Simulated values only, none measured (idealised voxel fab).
The following process module bears the name voxel gate over fins.
This is section cut - it's 215 nm across, gridded in 5 nm square cells.
A cross-section is a grid of square cells, given in bands from the top down. A band is one or more rows of cells. The entry gives the band's vertical extent as a top height and a bottom height in nm, then its horizontal make-up as materials from left to right, each with a width in nm. "blank" stands for empty space; a single material marked "throughout" fills the band edge to edge. A quick word on heights: they are counted from 0, and under that level the wafer as it came to us is one material throughout. The lowest band is different from the rest in having no bottom; it simply continues downward, written as in "top 0, no bottom". Per-row width for "30..40": begins at first number (top row of band), ends at second number (bottom row), increment between rows held constant. Any step labelled "no modifications" changed none of the cells in the cross-section. Each empty space that has no open way to the top and spans at least 8 cells appears under "Closed internal voids" as width x height at distance, the distance counted from the left edge, all in nm. If you see something after the settings on a step's line, that's the simulator's own remark about that step. overlay nm: where the mask lay relative to plan, measured to the right, on steps with a mask; negatives go left.
Steps planned for the process:
1: op RECEIVE | material Si
2: op CONFORMAL_DEP | material SiN | thk nm 10
3: op DIRECTIONAL_DEP | material aC | thk nm 10
4: op PATTERN | tone cover | mask id FINS | material resist | width nm 15 | pitch nm 35 | thk nm 30 | overlay nm 0
5: op DIRECTIONAL_ETCH | etch materials aC | depth nm 10
6: op STRIP | etch materials resist
7: op DIRECTIONAL_ETCH | etch materials SiN | depth nm 10
8: op DIRECTIONAL_ETCH | etch materials Si | depth nm 35
9: op STRIP | etch materials aC
10: op FILL_DEP | material SiO2 | thk nm 15
11: op CMP | height nm 10
12: op SELECTIVE_ETCH | etch materials SiO2 | depth nm 20
13: op STRIP | etch materials SiN
14: op CONFORMAL_DEP | material HfO2 | thk nm 5
15: op CONFORMAL_DEP | material TiN | thk nm 5
16: op CONFORMAL_DEP | material TiAl | thk nm 5
17: op CONFORMAL_DEP | material TiN | thk nm 5
18: op FILL_DEP | material W | thk nm 10
19: op CMP | height nm 25
20: op CONFORMAL_DEP | material SiN | thk nm 10
Shown in cross-section is the wafer as received, that is, as it stands after step 1:
  top 0, no bottom: Si throughout
  Closed internal voids: none
Here's the cross-section of the first of our two wafers at the end of the module - it ran as planned:
  top 35, bottom 25: SiN throughout
  top 25, bottom 20: W throughout
  top 20, bottom 15: W (60), TiN (90), W (65)
  top 15, bottom 10: W (60), TiN (5), TiAl (80), TiN (5), W (65)
  top 10, bottom 5: TiN (65), TiAl (5), TiN (70), TiAl (5), TiN (70)
  top 5, bottom 0: TiAl (70), TiN (5), HfO2 (25), TiN (10), HfO2 (25), TiN (5), TiAl (75)
  top 0, bottom -5: TiN (75), HfO2 (5), Si (15), HfO2 (5), TiN (10), HfO2 (5), Si (15), HfO2 (5), TiN (80)
  top -5, bottom -10: HfO2 (80), Si (15), HfO2 (20), Si (15), HfO2 (85)
  top -10, bottom -35: SiO2 (80), Si (15), SiO2 (20), Si (15), SiO2 (85)
  top -35, no bottom: Si throughout
  Closed internal voids: none
Cross-sectional view: second of two wafers, end of module; start and plan identical to the first, one mistake in running:
  top 35, bottom 25: SiN throughout
  top 25, bottom 20: W throughout
  top 20, bottom 15: TiN throughout
  top 15, bottom 10: TiAl throughout
  top 10, bottom 5: TiN throughout
  top 5, bottom 0: HfO2 (85), TiN (5), HfO2 (30), TiN (5), HfO2 (90)
  top 0, bottom -5: Si (80), HfO2 (5), TiN (5), HfO2 (5), Si (20), HfO2 (5), TiN (5), HfO2 (5), Si (85)
  top -5, bottom -10: Si (80), HfO2 (15), Si (20), HfO2 (15), Si (85)
  top -10, bottom -35: Si (80), SiO2 (15), Si (20), SiO2 (15), Si (85)
  top -35, no bottom: Si throughout
  Closed internal voids: none
Error vs. plan: step 4 did not use the planned setting and instead ran as op PATTERN | tone open | mask id FINS | material resist | width nm 15 | pitch nm 35 | thk nm 30 | overlay nm 0
It is noted that, at the conclusion of processing, the second wafer exhibits a higher or lower cell count for certain materials relative to the first: +217 Si | -155 SiO2 | -4 TiAl | -8 TiN | -50 W
